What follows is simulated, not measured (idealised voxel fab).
process module | voxel gate over fins
cross-section cut | 195 nm wide | cells 5 nm
A cross-section is a grid of square cells, given in bands from the top down. A band is one or more rows of cells.
Each band's line starts with the height of the band's top and of its bottom, in nm. Then come its materials from left to right, each with its width in nm. One material with "throughout" fills the band from edge to edge. "air" is empty space.
Height 0 is the level under which the wafer as received is all one material. The lowest band goes on downwards, as in "0 down".
A width such as "30 to 40" changes by the same amount from each row of cells to the next, from the band's top row to its bottom row.
"no change" after a step means that no cell of the cross-section changed.
closed voids: empty space of 8 cells or more with no open way to the top, each as width x height at its distance from the left edge, in nm
after a step's settings: what the simulator itself notes on the step
overlay nm, on a step with a mask: how far to the right of its planned place the mask lay; to the left if negative
plan
1 op RECEIVE | material Si
2 op CONFORMAL_DEP | material SiN | thk nm 5
3 op PATTERN | tone cover | mask id FINS | material resist | width nm 15 | pitch nm 60 | thk nm 15 | overlay nm 0
4 op DIRECTIONAL_ETCH | etch materials SiN | depth nm 5
5 op DIRECTIONAL_ETCH | etch materials Si | depth nm 40
6 op STRIP | etch materials resist
7 op FILL_DEP | material SiO2 | thk nm 15
8 op CMP | height nm 5
9 op PATTERN | tone open | mask id RAIL | material resist | width nm 15 | thk nm 15 | overlay nm 0
10 op DIRECTIONAL_ETCH | etch materials SiO2 | depth nm 40
11 op STRIP | etch materials resist
12 op CONFORMAL_DEP | material TiN | thk nm 5
13 op FILL_DEP | material W | thk nm 5
14 op CMP | height nm 5
15 op SELECTIVE_ETCH | etch materials W Ru TiN | depth nm 25
16 op FILL_DEP | material SiO2 | thk nm 5
17 op CMP | height nm 5
18 op SELECTIVE_ETCH | etch materials SiO2 | depth nm 20
19 op STRIP | etch materials SiN
20 op CONFORMAL_DEP | material HfO2 | thk nm 5
21 op CONFORMAL_DEP | material TiN | thk nm 5
22 op CONFORMAL_DEP | material TiAl | thk nm 5
23 op CONFORMAL_DEP | material TiN | thk nm 5
24 op FILL_DEP | material W | thk nm 10
25 op CMP | height nm 25
26 op CONFORMAL_DEP | material SiCN | thk nm 5
as received, after step 1
  0 down: Si throughout
  closed voids: none
first wafer at the end, as planned
  30 to 25: SiCN throughout
  25 to 20: W throughout
  20 to 15: W 10 | TiN 55 | W 5 | TiN 55 | W 5 | TiN 55 | W 10
  15 to 10: W 10 | TiN 5 | TiAl 45 | TiN 5 | W 5 | TiN 5 | TiAl 45 | TiN 5 | W 5 | TiN 5 | TiAl 45 | TiN 5 | W 10
  10 to 5: W 10 | TiN 5 | TiAl 5 | TiN 35 | TiAl 5 | TiN 5 | W 5 | TiN 5 | TiAl 5 | TiN 35 | TiAl 5 | TiN 5 | W 5 | TiN 5 | TiAl 5 | TiN 35 | TiAl 5 | TiN 5 | W 10
  5 to 0: TiN 15 | TiAl 5 | TiN 5 | HfO2 25 | TiN 5 | TiAl 5 | TiN 15 | TiAl 5 | TiN 5 | HfO2 25 | TiN 5 | TiAl 5 | TiN 15 | TiAl 5 | TiN 5 | HfO2 25 | TiN 5 | TiAl 5 | TiN 15
  0 to -5: TiAl 20 | TiN 5 | HfO2 5 | Si 15 | HfO2 5 | TiN 5 | TiAl 25 | TiN 5 | HfO2 5 | Si 15 | HfO2 5 | TiN 5 | TiAl 25 | TiN 5 | HfO2 5 | Si 15 | HfO2 5 | TiN 5 | TiAl 20
  -5 to -10: TiN 25 | HfO2 5 | Si 15 | HfO2 5 | TiN 35 | HfO2 5 | Si 15 | HfO2 5 | TiN 35 | HfO2 5 | Si 15 | HfO2 5 | TiN 25
  -10 to -15: HfO2 30 | Si 15 | HfO2 45 | Si 15 | HfO2 45 | Si 15 | HfO2 30
  -15 to -20: SiO2 30 | Si 15 | SiO2 45 | Si 15 | SiO2 45 | Si 15 | SiO2 30
  -20 to -30: SiO2 30 | Si 15 | SiO2 15 | TiN 5 | W 5 | TiN 5 | SiO2 15 | Si 15 | SiO2 45 | Si 15 | SiO2 30
  -30 to -35: SiO2 30 | Si 15 | SiO2 15 | TiN 15 | SiO2 15 | Si 15 | SiO2 45 | Si 15 | SiO2 30
  -35 to -40: SiO2 30 | Si 15 | SiO2 45 | Si 15 | SiO2 45 | Si 15 | SiO2 30
  -40 down: Si throughout
  closed voids: none
second wafer at the end: like start, like plan, one mistake
  30 to 25: SiCN throughout
  25 to 20: W throughout
  20 to 15: W 10 | TiN 55 | W 5 | TiN 55 | W 5 | TiN 55 | W 10
  15 to 10: W 10 | TiN 5 | TiAl 45 | TiN 5 | W 5 | TiN 5 | TiAl 45 | TiN 5 | W 5 | TiN 5 | TiAl 45 | TiN 5 | W 10
  10 to 5: W 10 | TiN 5 | TiAl 5 | TiN 35 | TiAl 5 | TiN 5 | W 5 | TiN 5 | TiAl 5 | TiN 35 | TiAl 5 | TiN 5 | W 5 | TiN 5 | TiAl 5 | TiN 35 | TiAl 5 | TiN 5 | W 10
  5 to 0: TiN 15 | TiAl 5 | TiN 5 | HfO2 25 | TiN 5 | TiAl 5 | TiN 15 | TiAl 5 | TiN 5 | HfO2 25 | TiN 5 | TiAl 5 | TiN 15 | TiAl 5 | TiN 5 | HfO2 25 | TiN 5 | TiAl 5 | TiN 15
  0 to -5: TiAl 20 | TiN 5 | HfO2 5 | Si 15 | HfO2 5 | TiN 5 | TiAl 25 | TiN 5 | HfO2 5 | Si 15 | HfO2 5 | TiN 5 | TiAl 25 | TiN 5 | HfO2 5 | Si 15 | HfO2 5 | TiN 5 | TiAl 20
  -5 to -10: TiN 25 | HfO2 5 | Si 15 | HfO2 5 | TiN 35 | HfO2 5 | Si 15 | HfO2 5 | TiN 35 | HfO2 5 | Si 15 | HfO2 5 | TiN 25
  -10 to -15: HfO2 30 | Si 15 | HfO2 45 | Si 15 | HfO2 45 | Si 15 | HfO2 30
  -15 to -20: SiO2 30 | Si 15 | SiO2 45 | Si 15 | SiO2 45 | Si 15 | SiO2 30
  -20 to -30: SiO2 30 | Si 15 | SiO2 20 | TiN 5 | W 5 | TiN 5 | SiO2 10 | Si 15 | SiO2 45 | Si 15 | SiO2 30
  -30 to -35: SiO2 30 | Si 15 | SiO2 20 | TiN 15 | SiO2 10 | Si 15 | SiO2 45 | Si 15 | SiO2 30
  -35 to -40: SiO2 30 | Si 15 | SiO2 45 | Si 15 | SiO2 45 | Si 15 | SiO2 30
  -40 down: Si throughout
  closed voids: none
what went wrong: step 9 ran as: op PATTERN | tone open | mask id RAIL | material resist | width nm 15 | thk nm 15 | overlay nm 5
at the end the second wafer has, in cells: as many of each material as the first, in other places
